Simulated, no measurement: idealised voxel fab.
Process module, titled voxel transistor to metal
For reference, the cross-section in this document is cut, with width 170 nm and square cells of 5 nm.
Format of a cross-section: grid, square cells. Given as bands. Order: top down. Band: one or more rows of cells. First you get the band's top height and its bottom height, in nm, and then the materials it's made of, left to right, with each width in nm. If you see a single material with "all across", that one covers the band edge to edge. "empty" is empty space. Heights are reckoned from 0. Under this level, the received wafer is all of one material. The bottommost band is open-ended downward, for example "z 0 and below". Width: "30 to 40" (first number = top row, second number = bottom row, same change from row to row of cells). When a step is marked "stayed the same", none of the cells in the cross-section changed during that step. Empty spaces without an open route to the top, at least 8 cells in extent, make up the entry "Closed void table"; each is given as width x height at distance, where the distance is measured from the left edge, and all are in nm. Note: text after step settings on the step line = simulator remark on that step. For masked steps, "overlay nm" on the step line gives how far right of plan the mask actually lay; a minus sign means it lay to the left.
**The planned process steps are enumerated hereunder**
1,RECEIVE, material Si
2,CONFORMAL_DEP, material SiO2, thk nm 5
3,CONFORMAL_DEP, material SiN, thk nm 15
4,MASKED_ETCH, tone cover, mask id ACTIVE, width nm 95, etch materials SiN, depth nm 15, overlay nm 0
5,MASKED_ETCH, tone cover, mask id ACTIVE, width nm 95, etch materials SiO2, depth nm 5, overlay nm 0
6,MASKED_ETCH, tone cover, mask id ACTIVE, width nm 95, etch materials Si, depth nm 20, overlay nm 0
7,OXIDIZE, depth nm 5
8,FILL_DEP, material SiO2, thk nm 15
9,CMP, height nm 20
10,SELECTIVE_ETCH, etch materials SiO2, depth nm 10
11,STRIP, etch materials SiN
12,SELECTIVE_ETCH, etch materials SiO2, depth nm 5
13,OXIDIZE, depth nm 5
14,DIRECTIONAL_DEP, material polySi, thk nm 30
15,DIRECTIONAL_DEP, material SiCN, thk nm 10
16,PATTERN, tone cover, mask id GATE, material resist, width nm 15, thk nm 20, overlay nm 0
17,DIRECTIONAL_ETCH, etch materials SiCN, depth nm 20
18,DIRECTIONAL_ETCH, etch materials polySi, depth nm 40
19,STRIP, etch materials resist
20,CONFORMAL_DEP, material SiN, thk nm 10
21,DIRECTIONAL_ETCH, etch materials SiN, depth nm 10
22,DIRECTIONAL_ETCH, etch materials SiO2, depth nm 5
23,DIRECTIONAL_ETCH, etch materials Si, depth nm 5
24,EPI, material pSi, thk nm 10
25,FILL_DEP, material SiO2, thk nm 5
26,CMP, height nm 40
27,DIRECTIONAL_DEP, material SiO2, thk nm 15
28,MASKED_ETCH, tone open, mask id CONTACT, width nm 15, pitch nm 60, etch materials SiO2, depth nm 55, overlay nm 0
29,CONFORMAL_DEP, material TiN, thk nm 5
30,FILL_DEP, material Ru, thk nm 10
31,CMP, height nm 55
32,CONFORMAL_DEP, material SiN, thk nm 5
33,DIRECTIONAL_DEP, material SiO2, thk nm 25
34,PATTERN, tone open, mask id METAL_1, material resist, width nm 15, pitch nm 60, thk nm 15, overlay nm 0
35,DIRECTIONAL_ETCH, etch materials SiO2, depth nm 25
36,DIRECTIONAL_ETCH, etch materials SiN, depth nm 5
37,STRIP, etch materials resist
38,CONFORMAL_DEP, material TiN, thk nm 5
39,FILL_DEP, material Cu, thk nm 5
40,CMP, height nm 85
41,CONFORMAL_DEP, material SiCN, thk nm 5
**The cross-section here shows the wafer as received, i.e. in its state after step 1**
	z 0 and below | Si all across
	Closed void table: none
**As-planned run: cross-section of the first of two wafers at end of module**
	z 90 to 85 | SiCN all across
	z 85 to 60 | 45 nm SiO2, 5 nm TiN, 5 nm Cu, 5 nm TiN, 45 nm SiO2, 5 nm TiN, 5 nm Cu, 5 nm TiN, 50 nm SiO2
	z 60 to 55 | 45 nm SiN, 15 nm TiN, 45 nm SiN, 15 nm TiN, 50 nm SiN
	z 55 to 40 | 45 nm SiO2, 5 nm TiN, 5 nm Ru, 5 nm TiN, 45 nm SiO2, 5 nm TiN, 5 nm Ru, 5 nm TiN, 50 nm SiO2
	z 40 to 30 | 45 nm SiO2, 5 nm TiN, 5 nm Ru, 5 nm TiN, 5 nm SiO2, 10 nm SiN, 15 nm SiCN, 10 nm SiN, 5 nm SiO2, 5 nm TiN, 5 nm Ru, 5 nm TiN, 50 nm SiO2
	z 30 to 10 | 45 nm SiO2, 5 nm TiN, 5 nm Ru, 5 nm TiN, 5 nm SiO2, 10 nm SiN, 15 nm polySi, 10 nm SiN, 5 nm SiO2, 5 nm TiN, 5 nm Ru, 5 nm TiN, 50 nm SiO2
	z 10 to 5 | 45 nm SiO2, 15 nm TiN, 5 nm SiO2, 10 nm SiN, 15 nm polySi, 10 nm SiN, 5 nm SiO2, 15 nm TiN, 50 nm SiO2
	z 5 to 0 | 30 nm SiO2, 10 nm SiN, 5 nm SiO2, 10 nm TiN, 10 nm pSi, 10 nm SiN, 15 nm polySi, 10 nm SiN, 10 nm pSi, 10 nm TiN, 5 nm SiO2, 10 nm SiN, 35 nm SiO2
	z 0 to -5 | 40 nm SiO2, 25 nm pSi, 35 nm SiO2, 25 nm pSi, 45 nm SiO2
	z -5 to -10 | 40 nm SiO2, 25 nm pSi, 35 nm Si, 25 nm pSi, 45 nm SiO2
	z -10 to -25 | 40 nm SiO2, 85 nm Si, 45 nm SiO2
	z -25 and below | Si all across
	Closed void table: none
**End of module, second wafer, cross-section. Started like the first, planned like the first, run with one mistake**
	z 90 to 85 | SiCN all across
	z 85 to 60 | 45 nm SiO2, 5 nm TiN, 5 nm Cu, 5 nm TiN, 45 nm SiO2, 5 nm TiN, 5 nm Cu, 5 nm TiN, 50 nm SiO2
	z 60 to 55 | 45 nm SiN, 15 nm TiN, 45 nm SiN, 15 nm TiN, 50 nm SiN
	z 55 to 40 | 45 nm SiO2, 5 nm TiN, 5 nm Ru, 5 nm TiN, 45 nm SiO2, 5 nm TiN, 5 nm Ru, 5 nm TiN, 50 nm SiO2
	z 40 to 30 | 45 nm SiO2, 5 nm TiN, 5 nm Ru, 5 nm TiN, 5 nm SiO2, 10 nm SiN, 15 nm SiCN, 10 nm SiN, 5 nm SiO2, 5 nm TiN, 5 nm Ru, 5 nm TiN, 50 nm SiO2
	z 30 to 10 | 45 nm SiO2, 5 nm TiN, 5 nm Ru, 5 nm TiN, 5 nm SiO2, 10 nm SiN, 15 nm polySi, 10 nm SiN, 5 nm SiO2, 5 nm TiN, 5 nm Ru, 5 nm TiN, 50 nm SiO2
	z 10 to 5 | 45 nm SiO2, 15 nm TiN, 5 nm SiO2, 10 nm SiN, 15 nm polySi, 10 nm SiN, 5 nm SiO2, 15 nm TiN, 50 nm SiO2
	z 5 to 0 | 30 nm SiO2, 10 nm SiN, 5 nm SiO2, 10 nm TiN, 10 nm pSi, 10 nm SiN, 15 nm polySi, 10 nm SiN, 10 nm pSi, 10 nm TiN, 5 nm SiO2, 10 nm SiN, 35 nm SiO2
	z 0 to -5 | 40 nm SiO2, 25 nm pSi, 35 nm SiO2, 25 nm pSi, 45 nm SiO2
	z -5 to -10 | 40 nm SiO2, 25 nm pSi, 35 nm Si, 25 nm pSi, 45 nm SiO2
	z -10 to -45 | 40 nm SiO2, 85 nm Si, 45 nm SiO2
	z -45 and below | Si all across
	Closed void table: none
Nonconformance to the process plan: step 6 in the plan was executed twice
Final comparison by cell count, materials where the second wafer has more or fewer than the first: Si: 68 fewer, SiO2: 68 more
